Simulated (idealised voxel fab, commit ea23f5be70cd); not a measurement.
process module | voxel local oxidation
cross-section cut | 205 nm wide | cells 5 nm
A cross-section is a grid of square cells, given in bands from the top down. A band is one or more rows of cells.
Each band's line starts with the height of the band's top and of its bottom, in nm. Then come its materials from left to right, each with its width in nm. One material with "throughout" fills the band from edge to edge. "air" is empty space.
Height 0 is the level under which the wafer as received is all one material. The lowest band goes on downwards, as in "0 down".
A width such as "30 to 40" changes by the same amount from each row of cells to the next, from the band's top row to its bottom row.
"no change" after a step means that no cell of the cross-section changed.
closed voids: empty space of 8 cells or more with no open way to the top, each as width x height at its distance from the left edge, in nm
after a step's settings: what the simulator itself notes on the step
overlay nm, on a step with a mask: how far to the right of its planned place the mask lay; to the left if negative
plan
1 op RECEIVE | material Si
2 op OXIDIZE | depth nm 5
3 op CONFORMAL_DEP | material SiN | thk nm 10
4 op MASKED_ETCH | tone cover | mask id ACTIVE | width nm 90 | etch materials SiN | depth nm 10 | overlay nm 0
5 op SELECTIVE_ETCH | etch materials SiO2 | depth nm 5
6 op OXIDIZE | depth nm 10
7 op STRIP | etch materials SiN
varied across the wafers: width nm of step 4. The plan shows the first wafer's value. All wafers start alike
first wafer as received, after step 1
  0 down: Si throughout
  closed voids: none
each wafer at the end: cells of each material gained (+) or lost (-) since it was received, then its closed voids
width nm 90 | -99 Si | +74 SiO2 | closed voids: none
width nm 95 | -97 Si | +73 SiO2 | closed voids: none
width nm 100 | -95 Si | +72 SiO2 | closed voids: none
width nm 105 | -93 Si | +71 SiO2 | closed voids: none
width nm 110 | -91 Si | +70 SiO2 | closed voids: none
width nm 115 | -89 Si | +69 SiO2 | closed voids: none
